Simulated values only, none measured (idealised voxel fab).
process module | voxel quadruple lines
cross-section cut | 140 nm wide | cells 5 nm
A cross-section is a grid of square cells, given in bands from the top down. A band is one or more rows of cells.
Each band's line starts with the height of the band's top and of its bottom, in nm. Then come its materials from left to right, each with its width in nm. One material with "throughout" fills the band from edge to edge. "air" is empty space.
Height 0 is the level under which the wafer as received is all one material. The lowest band goes on downwards, as in "0 down".
A width such as "30 to 40" changes by the same amount from each row of cells to the next, from the band's top row to its bottom row.
"no change" after a step means that no cell of the cross-section changed.
closed voids: empty space of 8 cells or more with no open way to the top, each as width x height at its distance from the left edge, in nm
after a step's settings: what the simulator itself notes on the step
overlay nm, on a step with a mask: how far to the right of its planned place the mask lay; to the left if negative
plan
1 op RECEIVE | material Si
2 op CONFORMAL_DEP | material SiO2 | thk nm 5
3 op DIRECTIONAL_DEP | material TiN | thk nm 10
4 op DIRECTIONAL_DEP | material polySi | thk nm 15
5 op DIRECTIONAL_DEP | material aC | thk nm 20
6 op PATTERN | tone cover | mask id MANDREL | material resist | width nm 35 | thk nm 25 | overlay nm -15
7 op DIRECTIONAL_ETCH | etch materials aC | depth nm 20
8 op STRIP | etch materials resist
9 op CONFORMAL_DEP | material SiO2 | thk nm 15
10 op DIRECTIONAL_ETCH | etch materials SiO2 | depth nm 15
11 op STRIP | etch materials aC
12 op DIRECTIONAL_ETCH | etch materials polySi | depth nm 15
13 op STRIP | etch materials SiO2
14 op CONFORMAL_DEP | material SiCN | thk nm 10
15 op DIRECTIONAL_ETCH | etch materials SiCN | depth nm 10
16 op STRIP | etch materials polySi
17 op DIRECTIONAL_ETCH | etch materials TiN | depth nm 10
18 op STRIP | etch materials SiCN
19 op FILL_DEP | material SiO2 | thk nm 10
20 op CMP | height nm 15
varied across the wafers: overlay nm of step 6. The plan shows the first wafer's value. All wafers start alike
first wafer as received, after step 1
  0 down: Si throughout
  closed voids: none
first wafer at the end, after step 20
  15 to 5: SiO2 10 | TiN 10 | SiO2 15 | TiN 10 | SiO2 15 | TiN 10 | SiO2 15 | TiN 10 | SiO2 45
  5 to 0: SiO2 throughout
  0 down: Si throughout
  closed voids: none
last wafer at the end
  15 to 5: SiO2 40 | TiN 10 | SiO2 15 | TiN 10 | SiO2 15 | TiN 10 | SiO2 15 | TiN 10 | SiO2 15
  5 to 0: SiO2 throughout
  0 down: Si throughout
  closed voids: none
each wafer at the end: cells of each material gained (+) or lost (-) since it was received, then its closed voids
overlay nm -15 | +68 SiO2 | +16 TiN | closed voids: none
overlay nm -10 | +68 SiO2 | +16 TiN | closed voids: none
overlay nm -5 | +68 SiO2 | +16 TiN | closed voids: none
overlay nm 0 | +68 SiO2 | +16 TiN | closed voids: none
overlay nm 5 | +68 SiO2 | +16 TiN | closed voids: none
overlay nm 10 | +68 SiO2 | +16 TiN | closed voids: none
overlay nm 15 | +68 SiO2 | +16 TiN | closed voids: none
